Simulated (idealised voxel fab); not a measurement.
process module | voxel capacitor over wiring
cross-section cut | 275 nm wide | cells 5 nm
A cross-section is a grid of square cells, given in bands from the top down. A band is one or more rows of cells.
Each band's line starts with the height of the band's top and of its bottom, in nm. Then come its materials from left to right, each with its width in nm. One material with "throughout" fills the band from edge to edge. "air" is empty space.
Height 0 is the level under which the wafer as received is all one material. The lowest band goes on downwards, as in "0 down".
A width such as "30 to 40" changes by the same amount from each row of cells to the next, from the band's top row to its bottom row.
"no change" after a step means that no cell of the cross-section changed.
closed voids: empty space of 8 cells or more with no open way to the top, each as width x height at its distance from the left edge, in nm
after a step's settings: what the simulator itself notes on the step
overlay nm, on a step with a mask: how far to the right of its planned place the mask lay; to the left if negative
plan
1 op RECEIVE | material Si
2 op CONFORMAL_DEP | material SiO2 | thk nm 10
3 op DIRECTIONAL_DEP | material TiN | thk nm 5
4 op DIRECTIONAL_DEP | material W | thk nm 20
5 op PATTERN | tone cover | mask id METAL_1 | material resist | width nm 30 | pitch nm 80 | thk nm 20 | overlay nm 0
6 op DIRECTIONAL_ETCH | etch materials W | depth nm 20
7 op DIRECTIONAL_ETCH | etch materials TiN | depth nm 5
8 op STRIP | etch materials resist
9 op FILL_DEP | material lowk | thk nm 10
10 op CMP | height nm 35
11 op CONFORMAL_DEP | material SiCN | thk nm 5
12 op DIRECTIONAL_DEP | material SiO2 | thk nm 15
13 op MASKED_ETCH | tone open | mask id PLUG_1 | width nm 15 | etch materials SiO2 | depth nm 15 | overlay nm 0
14 op MASKED_ETCH | tone open | mask id PLUG_1 | width nm 15 | etch materials SiCN | depth nm 5 | overlay nm 0
15 op EPI | material Ru | thk nm 10
16 op EPI | material Ru | thk nm 10
17 op DIRECTIONAL_DEP | material TiN | thk nm 5
18 op DIRECTIONAL_DEP | material HfO2 | thk nm 5
19 op DIRECTIONAL_DEP | material TiN | thk nm 5
20 op DIRECTIONAL_DEP | material aC | thk nm 10
21 op PATTERN | tone cover | mask id UPPER_PLATE | material resist | width nm 55 | thk nm 25 | overlay nm 0
22 op DIRECTIONAL_ETCH | etch materials aC | depth nm 10
23 op STRIP | etch materials resist
24 op DIRECTIONAL_ETCH | etch materials TiN | depth nm 5
25 op DIRECTIONAL_ETCH | etch materials HfO2 | depth nm 5
26 op STRIP | etch materials aC
27 op MASKED_ETCH | tone cover | mask id LOWER_PLATE | width nm 65 | etch materials TiN | depth nm 5 | overlay nm 0
28 op FILL_DEP | material SiO2 | thk nm 15
29 op CMP | height nm 80
30 op MASKED_ETCH | tone open | mask id PLUG_2 | width nm 15 | etch materials SiO2 | depth nm 10 | overlay nm 0
31 op CONFORMAL_DEP | material TiN | thk nm 5
32 op FILL_DEP | material Ru | thk nm 10
33 op CMP | height nm 80
34 op CONFORMAL_DEP | material SiN | thk nm 5
as received, after step 1
  0 down: Si throughout
  closed voids: none
a wafer at the end: this start, this plan, one mistake
  85 to 80: SiN throughout
  80 to 75: Ru 100 | TiN 5 | SiO2 15 | TiN 5 | Ru 150
  75 to 70: TiN 105 | SiO2 15 | TiN 155
  70 to 65: SiO2 95 | TiN 55 | SiO2 125
  65 to 60: SiO2 95 | HfO2 55 | SiO2 125
  60 to 55: SiO2 90 | TiN 65 | SiO2 120
  55 to 40: SiO2 95 | Ru 15 | SiO2 165
  40 to 35: SiCN 95 | Ru 15 | SiCN 165
  35 to 15: lowk 80 | W 30 | lowk 50 | W 30 | lowk 85
  15 to 10: lowk 80 | TiN 30 | lowk 50 | TiN 30 | lowk 85
  10 to 0: SiO2 throughout
  0 down: Si throughout
  closed voids: none
what went wrong: step 30 ran as: op MASKED_ETCH | tone cover | mask id PLUG_2 | width nm 15 | etch materials SiO2 | depth nm 10 | overlay nm 0
